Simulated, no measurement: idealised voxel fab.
This section sets out a process module, namely voxel capacitor over wiring.
The cross-section shown here is cut; it is 215 nm wide and divided into square cells measuring 5 nm on a side.
Throughout this document, each cross-section is represented as a grid of square cells and is presented as a sequence of bands enumerated from the top downward, where a band comprises one or more rows of cells. Band: top and bottom heights (nm) first, top before bottom; then materials from left to right, widths in nm. "full width" marks a sole material filling the band edge to edge. "empty" denotes empty space. Heights from 0 (as-received wafer is one material below). Bottom band endless downward, as "0 -> down". A width such as "30..40" changes by the same amount from each row of cells to the next, from the band's top row to its bottom row. "stayed the same" -> step changed no cross-section cell. "Closed internal cavities" specifies each empty space that is not open to the top and that occupies no fewer than 8 cells, using the form width x height at distance, the distance measured from the left edge and all three quantities in nm. What comes after the settings on a step's line is commentary from the simulator itself on that step. A step's line can hold "overlay nm"; with a mask on that step, the setting says how far right of the planned place the mask lay, while a negative setting says it lay to the left.

## Set out below are the planned steps of the process
1. RECEIVE [material Si]
2. CONFORMAL_DEP [material SiO2] [thk nm 10]
3. DIRECTIONAL_DEP [material TiN] [thk nm 5]
4. DIRECTIONAL_DEP [material W] [thk nm 15]
5. PATTERN [tone cover] [mask id METAL_1] [material resist] [width nm 25] [pitch nm 95] [thk nm 20] [overlay nm 0]
6. DIRECTIONAL_ETCH [etch materials W] [depth nm 15]
7. DIRECTIONAL_ETCH [etch materials TiN] [depth nm 5]
8. STRIP [etch materials resist]
9. CONFORMAL_DEP [material SiN] [thk nm 5]
10. FILL_DEP [material lowk] [thk nm 5]
11. CMP [height nm 30]
12. CONFORMAL_DEP [material SiCN] [thk nm 5]
13. DIRECTIONAL_DEP [material lowk] [thk nm 10]
14. PATTERN [tone open] [mask id PLUG_1] [material resist] [width nm 15] [thk nm 20] [overlay nm 0]
15. DIRECTIONAL_ETCH [etch materials lowk] [depth nm 10]
16. DIRECTIONAL_ETCH [etch materials SiCN] [depth nm 5]
17. STRIP [etch materials resist]
18. CONFORMAL_DEP [material TiN] [thk nm 5]
19. FILL_DEP [material Ru] [thk nm 10]
20. CMP [height nm 45]
21. DIRECTIONAL_DEP [material TiN] [thk nm 10]
22. DIRECTIONAL_DEP [material SiN] [thk nm 5]
23. DIRECTIONAL_DEP [material TiN] [thk nm 5]
24. MASKED_ETCH [tone cover] [mask id UPPER_PLATE] [width nm 75] [etch materials TiN] [depth nm 5] [overlay nm 0]
25. MASKED_ETCH [tone cover] [mask id UPPER_PLATE] [width nm 75] [etch materials SiN] [depth nm 5] [overlay nm 0]
26. DIRECTIONAL_DEP [material aC] [thk nm 10]
27. PATTERN [tone cover] [mask id LOWER_PLATE] [material resist] [width nm 85] [thk nm 30] [overlay nm 0]
28. DIRECTIONAL_ETCH [etch materials aC] [depth nm 10]
29. STRIP [etch materials resist]
30. DIRECTIONAL_ETCH [etch materials TiN] [depth nm 10]
31. STRIP [etch materials aC]
32. FILL_DEP [material SiO2] [thk nm 15]
33. CMP [height nm 75]
34. PATTERN [tone open] [mask id PLUG_2] [material resist] [width nm 15] [thk nm 20] [overlay nm 0]
35. DIRECTIONAL_ETCH [etch materials SiO2] [depth nm 10]
36. STRIP [etch materials resist]
37. CONFORMAL_DEP [material TiN] [thk nm 5]
38. FILL_DEP [material Ru] [thk nm 5]
39. CMP [height nm 75]
40. CONFORMAL_DEP [material SiCN] [thk nm 5]

## Here's what the wafer looked like in cross-section when it arrived - that's after step 1
> 0 -> down = Si full width
> Closed internal cavities: none

## first wafer at the end, as planned
> 80 -> 75 = SiCN full width
> 75 -> 70 = SiO2 65; TiN 5; Ru 5; TiN 5; SiO2 135
> 70 -> 60 = SiO2 65..55; TiN 15..75; SiO2 135..85
> 60 -> 55 = SiO2 55; SiN 75; SiO2 85
> 55 -> 45 = SiO2 50; TiN 85; SiO2 80
> 45 -> 35 = lowk 55; TiN 5; Ru 5; TiN 5; lowk 145
> 35 -> 30 = SiCN 55; TiN 15; SiCN 145
> 30 -> 15 = lowk 40; SiN 5; W 25; SiN 5; lowk 60; SiN 5; W 25; SiN 5; lowk 45
> 15 -> 10 = SiN 45; TiN 25; SiN 70; TiN 25; SiN 50
> 10 -> 0 = SiO2 full width
> 0 -> down = Si full width
> Closed internal cavities: none

## End of module, second wafer, cross-section. Started like the first, planned like the first, run with one mistake
> 80 -> 75 = SiCN full width
> 75 -> 70 = SiO2 55; SiN 75; SiO2 85
> 70 -> 60 = SiO2 50; TiN 85; SiO2 80
> 60 -> 50 = Ru full width
> 50 -> 45 = TiN 60; Ru 5; TiN 150
> 45 -> 35 = lowk 55; TiN 5; Ru 5; TiN 5; lowk 145
> 35 -> 30 = SiCN 55; TiN 15; SiCN 145
> 30 -> 15 = lowk 40; SiN 5; W 25; SiN 5; lowk 60; SiN 5; W 25; SiN 5; lowk 45
> 15 -> 10 = SiN 45; TiN 25; SiN 70; TiN 25; SiN 50
> 10 -> 0 = SiO2 full width
> 0 -> down = Si full width
> Closed internal cavities: none
Heads up, the wafer didn't run the way we planned it: plan step 20 was not performed, having been skipped
Final comparison by cell count, materials where the second wafer has more or fewer than the first: 86 more of Ru; 108 fewer of SiO2; 22 more of TiN
